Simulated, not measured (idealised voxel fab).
process module | voxel lift off
cross-section cut | 265 nm wide | cells 5 nm
A cross-section is a grid of square cells, given in bands from the top down. A band is one or more rows of cells.
Each band's line starts with the height of the band's top and of its bottom, in nm. Then come its materials from left to right, each with its width in nm. One material with "throughout" fills the band from edge to edge. "air" is empty space.
Height 0 is the level under which the wafer as received is all one material. The lowest band goes on downwards, as in "0 down".
A width such as "30 to 40" changes by the same amount from each row of cells to the next, from the band's top row to its bottom row.
"no change" after a step means that no cell of the cross-section changed.
closed voids: empty space of 8 cells or more with no open way to the top, each as width x height at its distance from the left edge, in nm
after a step's settings: what the simulator itself notes on the step
overlay nm, on a step with a mask: how far to the right of its planned place the mask lay; to the left if negative
plan
1 op RECEIVE | material Si
2 op CONFORMAL_DEP | material SiO2 | thk nm 5
3 op PATTERN | tone open | mask id LINES | material resist | width nm 30 | pitch nm 50 | thk nm 25 | overlay nm 0
4 op DIRECTIONAL_DEP | material Ru | thk nm 15
5 op STRIP | etch materials resist
6 op CONFORMAL_DEP | material SiN | thk nm 5
first wafer, as planned
as received, after step 1
  0 down: Si throughout
  closed voids: none
after step 2
  5 to 0: SiO2 throughout
  below 0: unchanged
after step 3
  30 to 5: resist 65 | air 30 | resist 20 | air 30 | resist 20 | air 30 | resist 70
  below 5: unchanged
after step 4
  45 to 30: Ru 65 | air 30 | Ru 20 | air 30 | Ru 20 | air 30 | Ru 70
  30 to 20: resist 65 | air 30 | resist 20 | air 30 | resist 20 | air 30 | resist 70
  20 to 5: resist 65 | Ru 30 | resist 20 | Ru 30 | resist 20 | Ru 30 | resist 70
  below 5: unchanged
after step 5
  20 to 5: air 65 | Ru 30 | air 20 | Ru 30 | air 20 | Ru 30 | air 70
  below 5: unchanged
after step 6
  25 to 20: air 60 | SiN 40 | air 10 | SiN 40 | air 10 | SiN 40 | air 65
  20 to 10: air 60 | SiN 5 | Ru 30 | SiN 5 | air 10 | SiN 5 | Ru 30 | SiN 5 | air 10 | SiN 5 | Ru 30 | SiN 5 | air 65
  10 to 5: SiN 65 | Ru 30 | SiN 20 | Ru 30 | SiN 20 | Ru 30 | SiN 70
  below 5: unchanged
second wafer: like start, like plan, one mistake. Through step 5 it matches the first wafer
when step 6 should have ended
  25 to 20: air 60 | SiO2 40 | air 10 | SiO2 40 | air 10 | SiO2 40 | air 65
  20 to 10: air 60 | SiO2 5 | Ru 30 | SiO2 5 | air 10 | SiO2 5 | Ru 30 | SiO2 5 | air 10 | SiO2 5 | Ru 30 | SiO2 5 | air 65
  10 to 5: SiO2 65 | Ru 30 | SiO2 20 | Ru 30 | SiO2 20 | Ru 30 | SiO2 70
  below 5: unchanged
what went wrong: step 6 ran as: op CONFORMAL_DEP | material SiO2 | thk nm 5
at the end the second wafer has, in cells: 71 fewer of SiN | 71 more of SiO2
